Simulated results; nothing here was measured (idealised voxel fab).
Presented below is a process module, voxel self aligned contacts.
This is section cut - it's 275 nm across, gridded in 5 nm square cells.
This document writes a cross-section as a grid whose cells are square, and gives it as bands, listed from the top down; one or more rows of cells form a band. The band entry comprises the height of the band's top followed by the height of its bottom, expressed in nm, and subsequently the band's materials from left to right, each stated together with its width in nm. Where a single material is marked with the word "edge to edge", that material fills the band from edge to edge. The word "blank" represents empty space. The reference from which all heights are counted is 0, the level beneath which the as-received wafer is entirely one material; the lowest band, having no lower bound, proceeds downward and is written after the example "z 0 and below". Note: "30 to 40" means the width goes from the first number (top row of the band) to the second number (bottom row) in equal steps per row of cells. "nothing different" means the step left every cell of the cross-section as it was. The entry "Internal closed voids" lists the empty spaces that cover at least 8 cells and have no open path to the top. Each is written as width x height at distance, where the distance is measured from the left edge and all three values are in nm. That trailing text on a step's line, after the settings, is the simulator's own remark on the step. overlay nm, on a step with a mask: how far to the right of its planned place the mask lay; to the left if negative. Reading guide: pairs of cross-sections, before and after one process step; after view cut off at lowest changed band; step and settings listed under each pair. Pairs may stem from different runs of this module on the same starting wafer; continuity with the pair above only where the "Pre-step geometry" entry states it.

Pre-step geometry:
  z 70 to 60 | aC 70 nm | blank 55 nm | aC 25 nm | blank 55 nm | aC 70 nm
  z 60 to 50 | SiO2 30 nm | SiN 55 nm | SiO2 25 nm | SiN 55 nm | SiO2 25 nm | SiN 55 nm | SiO2 30 nm
  z 50 to 25 | SiO2 30 nm | SiN 10 nm | polySi 35 nm | SiN 10 nm | SiO2 25 nm | SiN 10 nm | polySi 35 nm | SiN 10 nm | SiO2 25 nm | SiN 10 nm | polySi 35 nm | SiN 10 nm | SiO2 30 nm
  z 25 to 0 | polySi edge to edge
  z 0 to -5 | SiO2 edge to edge
  z -5 and below | Si edge to edge
  Internal closed voids: none

Result of Step:
  z 70 to 60 | aC 70 nm | blank 55 nm | aC 25 nm | blank 55 nm | aC 70 nm
  z 60 to 50 | SiO2 30 nm | SiN 55 nm | blank 25 nm | SiN 55 nm | blank 25 nm | SiN 55 nm | SiO2 30 nm
  z 50 to 25 | SiO2 30 nm | SiN 10 nm | polySi 35 nm | SiN 10 nm | blank 25 nm | SiN 10 nm | polySi 35 nm | SiN 10 nm | blank 25 nm | SiN 10 nm | polySi 35 nm | SiN 10 nm | SiO2 30 nm
  Lower than 25, everything is as it was.
  Internal closed voids: none
Name the step between the before and after sections above: op DIRECTIONAL_ETCH | etch materials SiO2 | depth nm 65

Pre-step geometry: after-step cross-section of the pair just above applies.

Result of Step:
  z 60 to 50 | SiO2 30 nm | SiN 55 nm | blank 25 nm | SiN 55 nm | blank 25 nm | SiN 55 nm | SiO2 30 nm
  Lower than 50, everything is as it was.
  Internal closed voids: none
Name the step between the before and after sections above: op STRIP | etch materials aC

Pre-step geometry: after-step cross-section of the pair just above applies.

Result of Step:
  z 65 to 60 | TiN 90 nm | blank 15 nm | TiN 65 nm | blank 15 nm | TiN 90 nm
  z 60 to 50 | SiO2 30 nm | SiN 55 nm | TiN 5 nm | blank 15 nm | TiN 5 nm | SiN 55 nm | TiN 5 nm | blank 15 nm | TiN 5 nm | SiN 55 nm | SiO2 30 nm
  z 50 to 30 | SiO2 30 nm | SiN 10 nm | polySi 35 nm | SiN 10 nm | TiN 5 nm | blank 15 nm | TiN 5 nm | SiN 10 nm | polySi 35 nm | SiN 10 nm | TiN 5 nm | blank 15 nm | TiN 5 nm | SiN 10 nm | polySi 35 nm | SiN 10 nm | SiO2 30 nm
  z 30 to 25 | SiO2 30 nm | SiN 10 nm | polySi 35 nm | SiN 10 nm | TiN 25 nm | SiN 10 nm | polySi 35 nm | SiN 10 nm | TiN 25 nm | SiN 10 nm | polySi 35 nm | SiN 10 nm | SiO2 30 nm
  Lower than 25, everything is as it was.
  Internal closed voids: none
Name the step between the before and after sections above: op CONFORMAL_DEP | material TiN | thk nm 5

Pre-step geometry: after-step cross-section of the pair just above applies.

Result of Step:
  z 75 to 65 | Ru edge to edge
  z 65 to 60 | TiN 90 nm | Ru 15 nm | TiN 65 nm | Ru 15 nm | TiN 90 nm
  z 60 to 50 | SiO2 30 nm | SiN 55 nm | TiN 5 nm | Ru 15 nm | TiN 5 nm | SiN 55 nm | TiN 5 nm | Ru 15 nm | TiN 5 nm | SiN 55 nm | SiO2 30 nm
  z 50 to 30 | SiO2 30 nm | SiN 10 nm | polySi 35 nm | SiN 10 nm | TiN 5 nm | Ru 15 nm | TiN 5 nm | SiN 10 nm | polySi 35 nm | SiN 10 nm | TiN 5 nm | Ru 15 nm | TiN 5 nm | SiN 10 nm | polySi 35 nm | SiN 10 nm | SiO2 30 nm
  Lower than 30, everything is as it was.
  Internal closed voids: none
Name the step between the before and after sections above: op FILL_DEP | material Ru | thk nm 10

Pre-step geometry: after-step cross-section of the pair just above applies.

Result of Step:
  z 60 to 50 | SiO2 30 nm | SiN 55 nm | TiN 5 nm | Ru 15 nm | TiN 5 nm | SiN 55 nm | TiN 5 nm | Ru 15 nm | TiN 5 nm | SiN 55 nm | SiO2 30 nm
  Lower than 50, everything is as it was.
  Internal closed voids: none
Name the step between the before and after sections above: op CMP | height nm 60

Pre-step geometry: after-step cross-section of the pair just above applies.

Result of Step:
  z 65 to 60 | SiCN edge to edge
  Lower than 60, everything is as it was.
  Internal closed voids: none
Name the step between the before and after sections above: op CONFORMAL_DEP | material SiCN | thk nm 5

Pre-step geometry:
  z 0 to -5 | SiO2 edge to edge
  z -5 and below | Si edge to edge
  Internal closed voids: none

Result of Step:
  z 25 to 0 | SiN edge to edge
  Lower than 0, everything is as it was.
  Internal closed voids: none
Name the step between the before and after sections above: op DIRECTIONAL_DEP | material SiN | thk nm 25

Pre-step geometry: after-step cross-section of the pair just above applies.

Result of Step:
  z 50 to 25 | polySi edge to edge
  Lower than 25, everything is as it was.
  Internal closed voids: none
Name the step between the before and after sections above: op DIRECTIONAL_DEP | material polySi | thk nm 25

Pre-step geometry: after-step cross-section of the pair just above applies.

Result of Step:
  z 65 to 50 | aC edge to edge
  Lower than 50, everything is as it was.
  Internal closed voids: none
Name the step between the before and after sections above: op DIRECTIONAL_DEP | material aC | thk nm 15

Pre-step geometry: after-step cross-section of the pair just above applies.

Result of Step:
  z 95 to 65 | blank 40 nm | resist 35 nm | blank 45 nm | resist 35 nm | blank 45 nm | resist 35 nm | blank 40 nm
  Lower than 65, everything is as it was.
  Internal closed voids: none
Name the step between the before and after sections above: op PATTERN | tone cover | mask id GATE | material resist | width nm 35 | pitch nm 80 | thk nm 30 | overlay nm 0

Pre-step geometry: after-step cross-section of the pair just above applies.

Result of Step:
  z 80 to 65 | blank 40 nm | resist 35 nm | blank 45 nm | resist 35 nm | blank 45 nm | resist 35 nm | blank 40 nm
  z 65 to 50 | blank 40 nm | aC 35 nm | blank 45 nm | aC 35 nm | blank 45 nm | aC 35 nm | blank 40 nm
  Lower than 50, everything is as it was.
  Internal closed voids: none
Name the step between the before and after sections above: op DIRECTIONAL_ETCH | etch materials aC | depth nm 15

Pre-step geometry: after-step cross-section of the pair just above applies.

Result of Step:
  z 65 to 50 | blank 40 nm | aC 35 nm | blank 45 nm | aC 35 nm | blank 45 nm | aC 35 nm | blank 40 nm
  Lower than 50, everything is as it was.
  Internal closed voids: none
Name the step between the before and after sections above: op STRIP | etch materials resist

Pre-step geometry: after-step cross-section of the pair just above applies.

Result of Step:
  z 65 to 50 | blank 40 nm | aC 35 nm | blank 45 nm | aC 35 nm | blank 45 nm | aC 35 nm | blank 40 nm
  z 50 to 25 | blank 40 nm | polySi 35 nm | blank 45 nm | polySi 35 nm | blank 45 nm | polySi 35 nm | blank 40 nm
  Lower than 25, everything is as it was.
  Internal closed voids: none
Name the step between the before and after sections above: op DIRECTIONAL_ETCH | etch materials polySi | depth nm 25

Pre-step geometry: after-step cross-section of the pair just above applies.

Result of Step:
  z 50 to 25 | blank 40 nm | polySi 35 nm | blank 45 nm | polySi 35 nm | blank 45 nm | polySi 35 nm | blank 40 nm
  Lower than 25, everything is as it was.
  Internal closed voids: none
Name the step between the before and after sections above: op STRIP | etch materials aC

Pre-step geometry: after-step cross-section of the pair just above applies.

Result of Step:
  z 60 to 50 | blank 30 nm | SiN 55 nm | blank 25 nm | SiN 55 nm | blank 25 nm | SiN 55 nm | blank 30 nm
  z 50 to 35 | blank 30 nm | SiN 10 nm | polySi 35 nm | SiN 10 nm | blank 25 nm | SiN 10 nm | polySi 35 nm | SiN 10 nm | blank 25 nm | SiN 10 nm | polySi 35 nm | SiN 10 nm | blank 30 nm
  z 35 to 25 | SiN 40 nm | polySi 35 nm | SiN 45 nm | polySi 35 nm | SiN 45 nm | polySi 35 nm | SiN 40 nm
  Lower than 25, everything is as it was.
  Internal closed voids: none
Name the step between the before and after sections above: op CONFORMAL_DEP | material SiN | thk nm 10

Pre-step geometry: after-step cross-section of the pair just above applies.

Result of Step:
  z 50 to 25 | blank 30 nm | SiN 10 nm | polySi 35 nm | SiN 10 nm | blank 25 nm | SiN 10 nm | polySi 35 nm | SiN 10 nm | blank 25 nm | SiN 10 nm | polySi 35 nm | SiN 10 nm | blank 30 nm
  Lower than 25, everything is as it was.
  Internal closed voids: none
Name the step between the before and after sections above: op DIRECTIONAL_ETCH | etch materials SiN | depth nm 10

Pre-step geometry: after-step cross-section of the pair just above applies.

Result of Step:
  z 70 to 50 | SiO2 edge to edge
  z 50 to 25 | SiO2 30 nm | SiN 10 nm | polySi 35 nm | SiN 10 nm | SiO2 25 nm | SiN 10 nm | polySi 35 nm | SiN 10 nm | SiO2 25 nm | SiN 10 nm | polySi 35 nm | SiN 10 nm | SiO2 30 nm
  Lower than 25, everything is as it was.
  Internal closed voids: none
Name the step between the before and after sections above: op FILL_DEP | material SiO2 | thk nm 20

Pre-step geometry: after-step cross-section of the pair just above applies.

Result of Step:
  z 60 to 50 | SiO2 edge to edge
  Lower than 50, everything is as it was.
  Internal closed voids: none
Name the step between the before and after sections above: op CMP | height nm 60

Pre-step geometry: after-step cross-section of the pair just above applies.

Result of Step:
  z 70 to 60 | aC edge to edge
  Lower than 60, everything is as it was.
  Internal closed voids: none
Name the step between the before and after sections above: op DIRECTIONAL_DEP | material aC | thk nm 10

Pre-step geometry: after-step cross-section of the pair just above applies.

Result of Step:
  z 95 to 70 | resist 70 nm | blank 55 nm | resist 25 nm | blank 55 nm | resist 70 nm
  Lower than 70, everything is as it was.
  Internal closed voids: none
Name the step between the before and after sections above: op PATTERN | tone open | mask id CONTACT | material resist | width nm 55 | pitch nm 80 | thk nm 25 | overlay nm 0

Pre-step geometry: after-step cross-section of the pair just above applies.

Result of Step:
  z 85 to 70 | resist 70 nm | blank 55 nm | resist 25 nm | blank 55 nm | resist 70 nm
  z 70 to 60 | aC 70 nm | blank 55 nm | aC 25 nm | blank 55 nm | aC 70 nm
  Lower than 60, everything is as it was.
  Internal closed voids: none
Name the step between the before and after sections above: op DIRECTIONAL_ETCH | etch materials aC | depth nm 10

Pre-step geometry: after-step cross-section of the pair just above applies.

Result of Step:
  z 70 to 60 | aC 70 nm | blank 55 nm | aC 25 nm | blank 55 nm | aC 70 nm
  Lower than 60, everything is as it was.
  Internal closed voids: none
Name the step between the before and after sections above: op STRIP | etch materials resist

Pre-step geometry: after-step cross-section of the pair just above applies.

Result of Step:
  z 70 to 60 | aC 70 nm | blank 55 nm | aC 25 nm | blank 55 nm | aC 70 nm
  z 60 to 50 | SiO2 70 nm | blank 55 nm | SiO2 25 nm | blank 55 nm | SiO2 70 nm
  z 50 to 25 | SiO2 30 nm | SiN 10 nm | polySi 35 nm | SiN 10 nm | blank 25 nm | SiN 10 nm | polySi 35 nm | SiN 10 nm | blank 25 nm | SiN 10 nm | polySi 35 nm | SiN 10 nm | SiO2 30 nm
  Lower than 25, everything is as it was.
  Internal closed voids: none
Name the step between the before and after sections above: op DIRECTIONAL_ETCH | etch materials SiO2 | depth nm 65

Pre-step geometry: after-step cross-section of the pair just above applies.

Result of Step:
  z 60 to 50 | SiO2 70 nm | blank 55 nm | SiO2 25 nm | blank 55 nm | SiO2 70 nm
  Lower than 50, everything is as it was.
  Internal closed voids: none
Name the step between the before and after sections above: op STRIP | etch materials aC

Pre-step geometry: after-step cross-section of the pair just above applies.

Result of Step:
  z 65 to 60 | TiN 75 nm | blank 45 nm | TiN 35 nm | blank 45 nm | TiN 75 nm
  z 60 to 50 | SiO2 70 nm | TiN 5 to 20 nm | blank 45 to 15 nm | TiN 5 to 20 nm | SiO2 25 nm | TiN 5 to 20 nm | blank 45 to 15 nm | TiN 5 to 20 nm | SiO2 70 nm
  z 50 to 30 | SiO2 30 nm | SiN 10 nm | polySi 35 nm | SiN 10 nm | TiN 5 nm | blank 15 nm | TiN 5 nm | SiN 10 nm | polySi 35 nm | SiN 10 nm | TiN 5 nm | blank 15 nm | TiN 5 nm | SiN 10 nm | polySi 35 nm | SiN 10 nm | SiO2 30 nm
  z 30 to 25 | SiO2 30 nm | SiN 10 nm | polySi 35 nm | SiN 10 nm | TiN 25 nm | SiN 10 nm | polySi 35 nm | SiN 10 nm | TiN 25 nm | SiN 10 nm | polySi 35 nm | SiN 10 nm | SiO2 30 nm
  Lower than 25, everything is as it was.
  Internal closed voids: none
Name the step between the before and after sections above: op CONFORMAL_DEP | material TiN | thk nm 5

Pre-step geometry: after-step cross-section of the pair just above applies.

Result of Step:
  z 75 to 65 | Ru edge to edge
  z 65 to 60 | TiN 75 nm | Ru 45 nm | TiN 35 nm | Ru 45 nm | TiN 75 nm
  z 60 to 50 | SiO2 70 nm | TiN 5 to 20 nm | Ru 45 to 15 nm | TiN 5 to 20 nm | SiO2 25 nm | TiN 5 to 20 nm | Ru 45 to 15 nm | TiN 5 to 20 nm | SiO2 70 nm
  z 50 to 30 | SiO2 30 nm | SiN 10 nm | polySi 35 nm | SiN 10 nm | TiN 5 nm | Ru 15 nm | TiN 5 nm | SiN 10 nm | polySi 35 nm | SiN 10 nm | TiN 5 nm | Ru 15 nm | TiN 5 nm | SiN 10 nm | polySi 35 nm | SiN 10 nm | SiO2 30 nm
  Lower than 30, everything is as it was.
  Internal closed voids: none
Name the step between the before and after sections above: op FILL_DEP | material Ru | thk nm 10

Pre-step geometry: after-step cross-section of the pair just above applies.

Result of Step:
  z 60 to 50 | SiO2 70 nm | TiN 5 to 20 nm | Ru 45 to 15 nm | TiN 5 to 20 nm | SiO2 25 nm | TiN 5 to 20 nm | Ru 45 to 15 nm | TiN 5 to 20 nm | SiO2 70 nm
  Lower than 50, everything is as it was.
  Internal closed voids: none
Name the step between the before and after sections above: op CMP | height nm 60

Pre-step geometry: after-step cross-section of the pair just above applies.

Result of Step:
  z 65 to 60 | SiCN edge to edge
  Lower than 60, everything is as it was.
  Internal closed voids: none
Name the step between the before and after sections above: op CONFORMAL_DEP | material SiCN | thk nm 5

Pre-step geometry:
  z 0 to -5 | SiO2 edge to edge
  z -5 and below | Si edge to edge
  Internal closed voids: none

Result of Step:
  z 20 to 0 | polySi edge to edge
  Lower than 0, everything is as it was.
  Internal closed voids: none
Name the step between the before and after sections above: op DIRECTIONAL_DEP | material polySi | thk nm 20

Pre-step geometry: after-step cross-section of the pair just above applies.

Result of Step:
  z 45 to 20 | SiN edge to edge
  Lower than 20, everything is as it was.
  Internal closed voids: none
Name the step between the before and after sections above: op DIRECTIONAL_DEP | material SiN | thk nm 25

Pre-step geometry: after-step cross-section of the pair just above applies.

Result of Step:
  z 60 to 45 | aC edge to edge
  Lower than 45, everything is as it was.
  Internal closed voids: none
Name the step between the before and after sections above: op DIRECTIONAL_DEP | material aC | thk nm 15

Pre-step geometry: after-step cross-section of the pair just above applies.

Result of Step:
  z 90 to 60 | blank 40 nm | resist 35 nm | blank 45 nm | resist 35 nm | blank 45 nm | resist 35 nm | blank 40 nm
  Lower than 60, everything is as it was.
  Internal closed voids: none
Name the step between the before and after sections above: op PATTERN | tone cover | mask id GATE | material resist | width nm 35 | pitch nm 80 | thk nm 30 | overlay nm 0

Pre-step geometry: after-step cross-section of the pair just above applies.

Result of Step:
  z 75 to 60 | blank 40 nm | resist 35 nm | blank 45 nm | resist 35 nm | blank 45 nm | resist 35 nm | blank 40 nm
  z 60 to 45 | blank 40 nm | aC 35 nm | blank 45 nm | aC 35 nm | blank 45 nm | aC 35 nm | blank 40 nm
  Lower than 45, everything is as it was.
  Internal closed voids: none
Name the step between the before and after sections above: op DIRECTIONAL_ETCH | etch materials aC | depth nm 15

Pre-step geometry: after-step cross-section of the pair just above applies.

Result of Step:
  z 60 to 45 | blank 40 nm | aC 35 nm | blank 45 nm | aC 35 nm | blank 45 nm | aC 35 nm | blank 40 nm
  Lower than 45, everything is as it was.
  Internal closed voids: none
Name the step between the before and after sections above: op STRIP | etch materials resist

Pre-step geometry: after-step cross-section of the pair just above applies.

Result of Step:
  z 60 to 45 | blank 40 nm | aC 35 nm | blank 45 nm | aC 35 nm | blank 45 nm | aC 35 nm | blank 40 nm
  z 45 to 20 | blank 40 nm | SiN 35 nm | blank 45 nm | SiN 35 nm | blank 45 nm | SiN 35 nm | blank 40 nm
  Lower than 20, everything is as it was.
  Internal closed voids: none
Name the step between the before and after sections above: op DIRECTIONAL_ETCH | etch materials SiN | depth nm 25

Pre-step geometry: after-step cross-section of the pair just above applies.

Result of Step:
  z 60 to 45 | blank 40 nm | aC 35 nm | blank 45 nm | aC 35 nm | blank 45 nm | aC 35 nm | blank 40 nm
  z 45 to 20 | blank 40 nm | SiN 35 nm | blank 45 nm | SiN 35 nm | blank 45 nm | SiN 35 nm | blank 40 nm
  z 20 to 0 | blank 40 nm | polySi 35 nm | blank 45 nm | polySi 35 nm | blank 45 nm | polySi 35 nm | blank 40 nm
  Lower than 0, everything is as it was.
  Internal closed voids: none
Name the step between the before and after sections above: op DIRECTIONAL_ETCH | etch materials polySi | depth nm 25

Pre-step geometry: after-step cross-section of the pair just above applies.

Result of Step:
  z 45 to 20 | blank 40 nm | SiN 35 nm | blank 45 nm | SiN 35 nm | blank 45 nm | SiN 35 nm | blank 40 nm
  Lower than 20, everything is as it was.
  Internal closed voids: none
Name the step between the before and after sections above: op STRIP | etch materials aC

Pre-step geometry: after-step cross-section of the pair just above applies.

Result of Step:
  z 55 to 20 | blank 30 nm | SiN 55 nm | blank 25 nm | SiN 55 nm | blank 25 nm | SiN 55 nm | blank 30 nm
  z 20 to 10 | blank 30 nm | SiN 10 nm | polySi 35 nm | SiN 10 nm | blank 25 nm | SiN 10 nm | polySi 35 nm | SiN 10 nm | blank 25 nm | SiN 10 nm | polySi 35 nm | SiN 10 nm | blank 30 nm
  z 10 to 0 | SiN 40 nm | polySi 35 nm | SiN 45 nm | polySi 35 nm | SiN 45 nm | polySi 35 nm | SiN 40 nm
  Lower than 0, everything is as it was.
  Internal closed voids: none
Name the step between the before and after sections above: op CONFORMAL_DEP | material SiN | thk nm 10

Pre-step geometry: after-step cross-section of the pair just above applies.

Result of Step:
  z 45 to 20 | blank 30 nm | SiN 55 nm | blank 25 nm | SiN 55 nm | blank 25 nm | SiN 55 nm | blank 30 nm
  z 20 to 0 | blank 30 nm | SiN 10 nm | polySi 35 nm | SiN 10 nm | blank 25 nm | SiN 10 nm | polySi 35 nm | SiN 10 nm | blank 25 nm | SiN 10 nm | polySi 35 nm | SiN 10 nm | blank 30 nm
  Lower than 0, everything is as it was.
  Internal closed voids: none
Name the step between the before and after sections above: op DIRECTIONAL_ETCH | etch materials SiN | depth nm 10

Pre-step geometry: after-step cross-section of the pair just above applies.

Result of Step:
  z 65 to 45 | SiO2 edge to edge
  z 45 to 20 | SiO2 30 nm | SiN 55 nm | SiO2 25 nm | SiN 55 nm | SiO2 25 nm | SiN 55 nm | SiO2 30 nm
  z 20 to 0 | SiO2 30 nm | SiN 10 nm | polySi 35 nm | SiN 10 nm | SiO2 25 nm | SiN 10 nm | polySi 35 nm | SiN 10 nm | SiO2 25 nm | SiN 10 nm | polySi 35 nm | SiN 10 nm | SiO2 30 nm
  Lower than 0, everything is as it was.
  Internal closed voids: none
Name the step between the before and after sections above: op FILL_DEP | material SiO2 | thk nm 20

Pre-step geometry: after-step cross-section of the pair just above applies.

Result of Step:
  z 60 to 45 | SiO2 edge to edge
  Lower than 45, everything is as it was.
  Internal closed voids: none
Name the step between the before and after sections above: op CMP | height nm 60

Pre-step geometry: after-step cross-section of the pair just above applies.

Result of Step:
  z 70 to 60 | aC edge to edge
  Lower than 60, everything is as it was.
  Internal closed voids: none
Name the step between the before and after sections above: op DIRECTIONAL_DEP | material aC | thk nm 10

Pre-step geometry: after-step cross-section of the pair just above applies.

Result of Step:
  z 95 to 70 | resist 70 nm | blank 55 nm | resist 25 nm | blank 55 nm | resist 70 nm
  Lower than 70, everything is as it was.
  Internal closed voids: none
Name the step between the before and after sections above: op PATTERN | tone open | mask id CONTACT | material resist | width nm 55 | pitch nm 80 | thk nm 25 | overlay nm 0

Pre-step geometry: after-step cross-section of the pair just above applies.

Result of Step:
  z 85 to 70 | resist 70 nm | blank 55 nm | resist 25 nm | blank 55 nm | resist 70 nm
  z 70 to 60 | aC 70 nm | blank 55 nm | aC 25 nm | blank 55 nm | aC 70 nm
  Lower than 60, everything is as it was.
  Internal closed voids: none
Name the step between the before and after sections above: op DIRECTIONAL_ETCH | etch materials aC | depth nm 10

Pre-step geometry: after-step cross-section of the pair just above applies.

Result of Step:
  z 70 to 60 | aC 70 nm | blank 55 nm | aC 25 nm | blank 55 nm | aC 70 nm
  Lower than 60, everything is as it was.
  Internal closed voids: none
Name the step between the before and after sections above: op STRIP | etch materials resist

Pre-step geometry: after-step cross-section of the pair just above applies.

Result of Step:
  z 70 to 60 | aC 70 nm | blank 55 nm | aC 25 nm | blank 55 nm | aC 70 nm
  z 60 to 45 | SiO2 70 nm | blank 55 nm | SiO2 25 nm | blank 55 nm | SiO2 70 nm
  z 45 to 20 | SiO2 30 nm | SiN 55 nm | blank 25 nm | SiN 55 nm | blank 25 nm | SiN 55 nm | SiO2 30 nm
  z 20 to 0 | SiO2 30 nm | SiN 10 nm | polySi 35 nm | SiN 10 nm | blank 25 nm | SiN 10 nm | polySi 35 nm | SiN 10 nm | blank 25 nm | SiN 10 nm | polySi 35 nm | SiN 10 nm | SiO2 30 nm
  z 0 to -5 | SiO2 85 nm | blank 25 nm | SiO2 55 nm | blank 25 nm | SiO2 85 nm
  Lower than -5, everything is as it was.
  Internal closed voids: none
Name the step between the before and after sections above: op DIRECTIONAL_ETCH | etch materials SiO2 | depth nm 65

Pre-step geometry: after-step cross-section of the pair just above applies.

Result of Step:
  z 60 to 45 | SiO2 70 nm | blank 55 nm | SiO2 25 nm | blank 55 nm | SiO2 70 nm
  Lower than 45, everything is as it was.
  Internal closed voids: none
Name the step between the before and after sections above: op STRIP | etch materials aC

Pre-step geometry: after-step cross-section of the pair just above applies.

Result of Step:
  z 65 to 60 | TiN 75 nm | blank 45 nm | TiN 35 nm | blank 45 nm | TiN 75 nm
  z 60 to 50 | SiO2 70 nm | TiN 5 nm | blank 45 nm | TiN 5 nm | SiO2 25 nm | TiN 5 nm | blank 45 nm | TiN 5 nm | SiO2 70 nm
  z 50 to 45 | SiO2 70 nm | TiN 20 nm | blank 15 nm | TiN 20 nm | SiO2 25 nm | TiN 20 nm | blank 15 nm | TiN 20 nm | SiO2 70 nm
  z 45 to 20 | SiO2 30 nm | SiN 55 nm | TiN 5 nm | blank 15 nm | TiN 5 nm | SiN 55 nm | TiN 5 nm | blank 15 nm | TiN 5 nm | SiN 55 nm | SiO2 30 nm
  z 20 to 0 | SiO2 30 nm | SiN 10 nm | polySi 35 nm | SiN 10 nm | TiN 5 nm | blank 15 nm | TiN 5 nm | SiN 10 nm | polySi 35 nm | SiN 10 nm | TiN 5 nm | blank 15 nm | TiN 5 nm | SiN 10 nm | polySi 35 nm | SiN 10 nm | SiO2 30 nm
  z 0 to -5 | SiO2 85 nm | TiN 25 nm | SiO2 55 nm | TiN 25 nm | SiO2 85 nm
  Lower than -5, everything is as it was.
  Internal closed voids: none
Name the step between the before and after sections above: op CONFORMAL_DEP | material TiN | thk nm 5

Pre-step geometry: after-step cross-section of the pair just above applies.

Result of Step:
  z 75 to 65 | Ru edge to edge
  z 65 to 60 | TiN 75 nm | Ru 45 nm | TiN 35 nm | Ru 45 nm | TiN 75 nm
  z 60 to 50 | SiO2 70 nm | TiN 5 nm | Ru 45 nm | TiN 5 nm | SiO2 25 nm | TiN 5 nm | Ru 45 nm | TiN 5 nm | SiO2 70 nm
  z 50 to 45 | SiO2 70 nm | TiN 20 nm | Ru 15 nm | TiN 20 nm | SiO2 25 nm | TiN 20 nm | Ru 15 nm | TiN 20 nm | SiO2 70 nm
  z 45 to 20 | SiO2 30 nm | SiN 55 nm | TiN 5 nm | Ru 15 nm | TiN 5 nm | SiN 55 nm | TiN 5 nm | Ru 15 nm | TiN 5 nm | SiN 55 nm | SiO2 30 nm
  z 20 to 0 | SiO2 30 nm | SiN 10 nm | polySi 35 nm | SiN 10 nm | TiN 5 nm | Ru 15 nm | TiN 5 nm | SiN 10 nm | polySi 35 nm | SiN 10 nm | TiN 5 nm | Ru 15 nm | TiN 5 nm | SiN 10 nm | polySi 35 nm | SiN 10 nm | SiO2 30 nm
  Lower than 0, everything is as it was.
  Internal closed voids: none
Name the step between the before and after sections above: op FILL_DEP | material Ru | thk nm 10

Pre-step geometry: after-step cross-section of the pair just above applies.

Result of Step:
  z 60 to 50 | SiO2 70 nm | TiN 5 nm | Ru 45 nm | TiN 5 nm | SiO2 25 nm | TiN 5 nm | Ru 45 nm | TiN 5 nm | SiO2 70 nm
  Lower than 50, everything is as it was.
  Internal closed voids: none
Name the step between the before and after sections above: op CMP | height nm 60

Pre-step geometry: after-step cross-section of the pair just above applies.

Result of Step:
  z 65 to 60 | SiCN edge to edge
  Lower than 60, everything is as it was.
  Internal closed voids: none
Name the step between the before and after sections above: op CONFORMAL_DEP | material SiCN | thk nm 5

Pre-step geometry:
  z 70 to 60 | aC edge to edge
  z 60 to 50 | SiO2 edge to edge
  z 50 to 25 | SiO2 30 nm | SiN 55 nm | SiO2 25 nm | SiN 55 nm | SiO2 25 nm | SiN 55 nm | SiO2 30 nm
  z 25 to 0 | SiO2 30 nm | SiN 10 nm | polySi 35 nm | SiN 10 nm | SiO2 25 nm | SiN 10 nm | polySi 35 nm | SiN 10 nm | SiO2 25 nm | SiN 10 nm | polySi 35 nm | SiN 10 nm | SiO2 30 nm
  z 0 to -5 | SiO2 edge to edge
  z -5 and below | Si edge to edge
  Internal closed voids: none

Result of Step:
  z 95 to 70 | resist 70 nm | blank 60 nm | resist 20 nm | blank 60 nm | resist 65 nm
  Lower than 70, everything is as it was.
  Internal closed voids: none
Name the step between the before and after sections above: op PATTERN | tone open | mask id CONTACT | material resist | width nm 60 | pitch nm 80 | thk nm 25 | overlay nm 0

Pre-step geometry: after-step cross-section of the pair just above applies.

Result of Step:
  z 85 to 70 | resist 70 nm | blank 60 nm | resist 20 nm | blank 60 nm | resist 65 nm
  z 70 to 60 | aC 70 nm | blank 60 nm | aC 20 nm | blank 60 nm | aC 65 nm
  Lower than 60, everything is as it was.
  Internal closed voids: none
Name the step between the before and after sections above: op DIRECTIONAL_ETCH | etch materials aC | depth nm 10

Pre-step geometry: after-step cross-section of the pair just above applies.

Result of Step:
  z 70 to 60 | aC 70 nm | blank 60 nm | aC 20 nm | blank 60 nm | aC 65 nm
  Lower than 60, everything is as it was.
  Internal closed voids: none
Name the step between the before and after sections above: op STRIP | etch materials resist

Pre-step geometry: after-step cross-section of the pair just above applies.

Result of Step:
  z 70 to 60 | aC 70 nm | blank 60 nm | aC 20 nm | blank 60 nm | aC 65 nm
  z 60 to 50 | SiO2 70 nm | blank 60 nm | SiO2 20 nm | blank 60 nm | SiO2 65 nm
  z 50 to 25 | SiO2 30 nm | SiN 55 nm | blank 25 nm | SiN 55 nm | blank 25 nm | SiN 55 nm | SiO2 30 nm
  z 25 to 0 | SiO2 30 nm | SiN 10 nm | polySi 35 nm | SiN 10 nm | blank 25 nm | SiN 10 nm | polySi 35 nm | SiN 10 nm | blank 25 nm | SiN 10 nm | polySi 35 nm | SiN 10 nm | SiO2 30 nm
  z 0 to -5 | SiO2 85 nm | blank 25 nm | SiO2 55 nm | blank 25 nm | SiO2 85 nm
  Lower than -5, everything is as it was.
  Internal closed voids: none
Name the step between the before and after sections above: op DIRECTIONAL_ETCH | etch materials SiO2 | depth nm 65

Pre-step geometry: after-step cross-section of the pair just above applies.

Result of Step:
  z 60 to 50 | SiO2 70 nm | blank 60 nm | SiO2 20 nm | blank 60 nm | SiO2 65 nm
  Lower than 50, everything is as it was.
  Internal closed voids: none
Name the step between the before and after sections above: op STRIP | etch materials aC

Pre-step geometry: after-step cross-section of the pair just above applies.

Result of Step:
  z 65 to 60 | TiN 75 nm | blank 50 nm | TiN 30 nm | blank 50 nm | TiN 70 nm
  z 60 to 50 | SiO2 70 nm | TiN 5 to 20 nm | blank 50 to 15 nm | TiN 5 to 25 nm | SiO2 20 nm | TiN 5 to 20 nm | blank 50 to 15 nm | TiN 5 to 25 nm | SiO2 65 nm
  z 50 to 25 | SiO2 30 nm | SiN 55 nm | TiN 5 nm | blank 15 nm | TiN 5 nm | SiN 55 nm | TiN 5 nm | blank 15 nm | TiN 5 nm | SiN 55 nm | SiO2 30 nm
  z 25 to 0 | SiO2 30 nm | SiN 10 nm | polySi 35 nm | SiN 10 nm | TiN 5 nm | blank 15 nm | TiN 5 nm | SiN 10 nm | polySi 35 nm | SiN 10 nm | TiN 5 nm | blank 15 nm | TiN 5 nm | SiN 10 nm | polySi 35 nm | SiN 10 nm | SiO2 30 nm
  z 0 to -5 | SiO2 85 nm | TiN 25 nm | SiO2 55 nm | TiN 25 nm | SiO2 85 nm
  Lower than -5, everything is as it was.
  Internal closed voids: none
Name the step between the before and after sections above: op CONFORMAL_DEP | material TiN | thk nm 5
